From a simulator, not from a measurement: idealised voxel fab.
Process module heading - voxel self aligned contacts
Section cut is 285 nm wide and gridded with 5 nm square cells.
We lay out every cross-section as a grid of square cells and spell it out in bands from the top down, where one band means one or more rows of cells.
First you get the band's top height and its bottom height, in nm, and then the materials it's made of, left to right, with each width in nm. If you see a single material with "all across", that one covers the band edge to edge. "empty" is empty space.
Heads up on the height convention: 0 is the point under which the incoming wafer is all one material, and the lowest band has no bottom, it just keeps going down, like "0 -> down".
A width given as "30->40" starts at the first number in the band's top row and ends at the second number in its bottom row, shifting by an equal amount at every step from row to row.
Given "everything unchanged" for a step, no cell of the cross-section differs between before and after that step.
"Fully enclosed voids" enumerates empty spaces isolated from the top, with no open way to it, that contain at least 8 cells, giving each as width x height at distance from the left edge, all three in nm.
Post-settings text on a step line: simulator's own remark regarding the step.
Regarding "overlay nm": on a step with a mask, it is the distance the mask lay to the right of its planned place; a negative value places it to the left.

### The steps planned for the process are as follows
1,RECEIVE: material Si
2,OXIDIZE: depth nm 5
3,DIRECTIONAL_DEP: material polySi, thk nm 20
4,DIRECTIONAL_DEP: material SiN, thk nm 20
5,MASKED_ETCH: tone cover, mask id GATE, width nm 30, pitch nm 60, etch materials SiN, depth nm 20, overlay nm 0
6,MASKED_ETCH: tone cover, mask id GATE, width nm 30, pitch nm 60, etch materials polySi, depth nm 20, overlay nm 0
7,CONFORMAL_DEP: material SiN, thk nm 5
8,DIRECTIONAL_ETCH: etch materials SiN, depth nm 5
9,FILL_DEP: material SiO2, thk nm 15
10,CMP: height nm 45
11,MASKED_ETCH: tone open, mask id CONTACT, width nm 40, etch materials SiO2, depth nm 50, overlay nm 0
12,CONFORMAL_DEP: material TiN, thk nm 5
13,FILL_DEP: material W, thk nm 10
14,CMP: height nm 45
15,CONFORMAL_DEP: material SiN, thk nm 5

### As received (post step 1): cross-section
* 0 -> down = Si all across
* Fully enclosed voids: none

### The first of the two wafers as seen in cross-section once the module was finished; processing followed the plan
* 50 -> 45 = SiN all across
* 45 -> 40 = 120 nm SiO2  15 nm TiN  10 nm W  15 nm TiN  125 nm SiO2
* 40 -> 20 = 90 nm SiO2  40 nm SiN  5 nm TiN  10 nm W  5 nm TiN  40 nm SiN  95 nm SiO2
* 20 -> 0 = 90 nm SiO2  5 nm SiN  30 nm polySi  5 nm SiN  5 nm TiN  10 nm W  5 nm TiN  5 nm SiN  30 nm polySi  5 nm SiN  95 nm SiO2
* 0 -> -5 = 130 nm SiO2  20 nm TiN  135 nm SiO2
* -5 -> down = Si all across
* Fully enclosed voids: none

### So this is wafer number two of the two, cut at the end of the module - it started where the first did and had the same plan, we just got one thing wrong running it
* 50 -> 45 = SiN all across
* 45 -> 40 = 90 nm SiO2  40 nm SiN  5 nm TiN  10 nm W  5 nm TiN  40 nm SiN  95 nm SiO2
* 40 -> 25 = 90 nm SiO2  5 nm SiN  30 nm polySi  5 nm SiN  5 nm TiN  10 nm W  5 nm TiN  5 nm SiN  30 nm polySi  5 nm SiN  95 nm SiO2
* 25 -> 20 = 90 nm SiO2  5 nm SiN  30 nm polySi  5 nm SiN  20 nm TiN  5 nm SiN  30 nm polySi  5 nm SiN  95 nm SiO2
* 20 -> 0 = polySi all across
* 0 -> -5 = SiO2 all across
* -5 -> down = Si all across
* Fully enclosed voids: none
Short version of what went wrong: the plan had its step 3 run twice
Count the cells at the end and the second wafer has more or fewer of some materials than the first: SiN: 48 fewer; SiO2: 156 fewer; TiN: 14 fewer; W: 10 fewer; polySi: 228 more
